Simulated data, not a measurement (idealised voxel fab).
The name of this process module is voxel gate over fins.
In the cross-section labelled cut, the width is 270 nm and each square cell is 5 nm.
Heads up, the way a cross-section reads in here is a grid of square cells, handed over as bands from the top down, with every band being one or more rows of cells.
Per band: top height and bottom height in nm, followed by the left-to-right materials and their widths in nm; "everywhere" marks a single material spanning edge to edge, "blank" marks empty space.
Height datum 0, below which the as-received substrate wafer is one material. Lowest band open at the bottom, running downward: "0 and below".
The notation "30 to 40" denotes a width that varies across the rows of cells in the band, beginning at the first number in the top row, finishing at the second number in the bottom row, and changing by an identical amount from each row to the next.
A step reported as "no alteration" is a step in which no cell of the cross-section changed.
Closed-off voids of 8+ cells (no open route to the top) go in "Sealed cavities", written width x height at distance from the left edge, in nm.
Text after the settings on a step's line: the simulator's own remark on that step.
overlay nm: where the mask lay relative to plan, measured to the right, on steps with a mask; negatives go left.
Here's what the planned process steps look like:
step 1: op RECEIVE | material Si
step 2: op CONFORMAL_DEP | material SiN | thk nm 5
step 3: op DIRECTIONAL_DEP | material aC | thk nm 10
step 4: op PATTERN | tone cover | mask id FINS | material resist | width nm 15 | pitch nm 50 | thk nm 30 | overlay nm 0
step 5: op DIRECTIONAL_ETCH | etch materials aC | depth nm 10
step 6: op STRIP | etch materials resist
step 7: op DIRECTIONAL_ETCH | etch materials SiN | depth nm 5
step 8: op DIRECTIONAL_ETCH | etch materials Si | depth nm 40
step 9: op STRIP | etch materials aC
step 10: op FILL_DEP | material SiO2 | thk nm 5
step 11: op CMP | height nm 5
step 12: op PATTERN | tone open | mask id RAIL | material resist | width nm 15 | thk nm 20 | overlay nm 0
step 13: op DIRECTIONAL_ETCH | etch materials SiO2 | depth nm 40
step 14: op STRIP | etch materials resist
step 15: op CONFORMAL_DEP | material TiN | thk nm 5
step 16: op FILL_DEP | material W | thk nm 5
step 17: op CMP | height nm 5
step 18: op SELECTIVE_ETCH | etch materials W Ru TiN | depth nm 20
step 19: op FILL_DEP | material SiO2 | thk nm 5
step 20: op CMP | height nm 5
step 21: op SELECTIVE_ETCH | etch materials SiO2 | depth nm 15
step 22: op STRIP | etch materials SiN
step 23: op CONFORMAL_DEP | material HfO2 | thk nm 5
step 24: op CONFORMAL_DEP | material TiN | thk nm 5
step 25: op FILL_DEP | material W | thk nm 10
step 26: op CMP | height nm 15
step 27: op CONFORMAL_DEP | material SiCN | thk nm 5
Cross-section of the incoming wafer, state after step 1:
0 and below  Si everywhere
Sealed cavities: none
first wafer at the end, as planned:
20 down to 15  SiCN everywhere
15 down to 10  W everywhere
10 down to 5  90 nm W, 35 nm TiN, 15 nm W, 35 nm TiN, 95 nm W
5 down to 0  90 nm W, 5 nm TiN, 25 nm HfO2, 5 nm TiN, 15 nm W, 5 nm TiN, 25 nm HfO2, 5 nm TiN, 95 nm W
0 down to -5  95 nm TiN, 5 nm HfO2, 15 nm Si, 5 nm HfO2, 25 nm TiN, 5 nm HfO2, 15 nm Si, 5 nm HfO2, 100 nm TiN
-5 down to -10  100 nm HfO2, 15 nm Si, 35 nm HfO2, 15 nm Si, 105 nm HfO2
-10 down to -15  100 nm SiO2, 15 nm Si, 35 nm SiO2, 15 nm Si, 105 nm SiO2
-15 down to -30  100 nm SiO2, 15 nm Si, 10 nm SiO2, 5 nm TiN, 5 nm W, 5 nm TiN, 10 nm SiO2, 15 nm Si, 105 nm SiO2
-30 down to -35  100 nm SiO2, 15 nm Si, 10 nm SiO2, 15 nm TiN, 10 nm SiO2, 15 nm Si, 105 nm SiO2
-35 down to -40  100 nm SiO2, 15 nm Si, 35 nm SiO2, 15 nm Si, 105 nm SiO2
-40 and below  Si everywhere
Sealed cavities: none
Cross-section, wafer two of two, end of module: same start and plan as wafer one, one error in execution:
20 down to 15  SiCN everywhere
15 down to 10  W everywhere
10 down to 5  90 nm W, 35 nm TiN, 15 nm W, 35 nm TiN, 95 nm W
5 down to 0  90 nm W, 5 nm TiN, 25 nm HfO2, 5 nm TiN, 15 nm W, 5 nm TiN, 25 nm HfO2, 5 nm TiN, 95 nm W
0 down to -5  95 nm TiN, 5 nm HfO2, 15 nm Si, 5 nm HfO2, 25 nm TiN, 5 nm HfO2, 15 nm Si, 5 nm HfO2, 100 nm TiN
-5 down to -10  100 nm HfO2, 15 nm Si, 35 nm HfO2, 15 nm Si, 105 nm HfO2
-10 down to -15  100 nm SiO2, 15 nm Si, 35 nm SiO2, 15 nm Si, 105 nm SiO2
-15 down to -30  100 nm SiO2, 15 nm Si, 5 nm TiN, 5 nm W, 5 nm TiN, 20 nm SiO2, 15 nm Si, 105 nm SiO2
-30 down to -35  100 nm SiO2, 15 nm Si, 15 nm TiN, 20 nm SiO2, 15 nm Si, 105 nm SiO2
-35 down to -40  100 nm SiO2, 15 nm Si, 35 nm SiO2, 15 nm Si, 105 nm SiO2
-40 and below  Si everywhere
Sealed cavities: none
Processing error: for step 12, the planned setting was not used; the step was instead run as op PATTERN | tone open | mask id RAIL | material resist | width nm 15 | thk nm 20 | overlay nm -10
Final wafers compared: equal cell tally per material, rearranged layout.
